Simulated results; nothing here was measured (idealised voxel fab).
voxel released beams: a process module
255 nm wide, 5 nm square cells: that's cross-section cut.
This document writes a cross-section as a grid whose cells are square, and gives it as bands, listed from the top down; one or more rows of cells form a band. The entry gives the band's vertical extent as a top height and a bottom height in nm, then its horizontal make-up as materials from left to right, each with a width in nm. "blank" stands for empty space; a single material marked "full width" fills the band edge to edge. Heights are expressed relative to 0, this being the level below which the as-received wafer comprises one material exclusively. The lowest band is unbounded in the downward direction and is denoted as in "0 nm and below". When a width is written as two numbers, as in "30 to 40", the first number is the width in the top row of cells of the band and the second is the width in its bottom row, and the width changes by the same amount from each row to the next. Basically "identical to before" means that step didn't change any cell in the cross-section. "Closed void listing": empty spaces of 8 cells or more with no open way to the top, each given as width x height at distance, distance from the left edge, all in nm. Where a step's line continues beyond its settings, the continuation is a remark by the simulator itself on that step. "overlay nm" on a masked step: distance the mask lay right of its planned place, negative for left.
So here's the lineup of process steps we planned
step 1: RECEIVE (material Si)
step 2: CONFORMAL_DEP (material SiN; thk nm 5)
step 3: DIRECTIONAL_DEP (material SiO2; thk nm 20)
step 4: MASKED_ETCH (tone open; mask id ANCHOR; width nm 40; etch materials SiO2; depth nm 20; overlay nm 0)
step 5: CONFORMAL_DEP (material TiN; thk nm 15)
step 6: DIRECTIONAL_DEP (material aC; thk nm 10)
step 7: PATTERN (tone cover; mask id BEAM; material resist; width nm 85; thk nm 25; overlay nm 0)
step 8: DIRECTIONAL_ETCH (etch materials aC; depth nm 10)
step 9: STRIP (etch materials resist)
step 10: DIRECTIONAL_ETCH (etch materials TiN; depth nm 15)
step 11: STRIP (etch materials aC)
step 12: STRIP (etch materials SiO2)
As received, after step 1
> 0 nm and below | Si full width
> Closed void listing: none
Cross-sectional view of the first of the two wafers upon completion of the module, processed in accordance with the plan
> 40 nm to 25 nm | blank: 80 / TiN: 20 / blank: 10 / TiN: 55 / blank: 90
> 25 nm to 20 nm | blank: 85 / TiN: 15 / blank: 10 / TiN: 15 / blank: 130
> 20 nm to 5 nm | blank: 85 / TiN: 40 / blank: 130
> 5 nm to 0 nm | SiN full width
> 0 nm and below | Si full width
> Closed void listing: none
Presented here is a cross-section of the second of the two wafers as it stood at the end of the module. It was started in the same manner and assigned the same plan as the first wafer; however, one mistake was made in its execution
> 55 nm to 40 nm | blank: 80 / TiN: 85 / blank: 90
> 40 nm to 25 nm | TiN full width
> 25 nm to 5 nm | SiO2: 85 / TiN: 40 / SiO2: 130
> 5 nm to 0 nm | SiN full width
> 0 nm and below | Si full width
> Closed void listing: none
The plan and the run diverged here: yeah, plan step 5 got run twice
Final difference in cells, second wafer against first, listed per material as more or fewer: SiO2: 172 more; TiN: 161 more
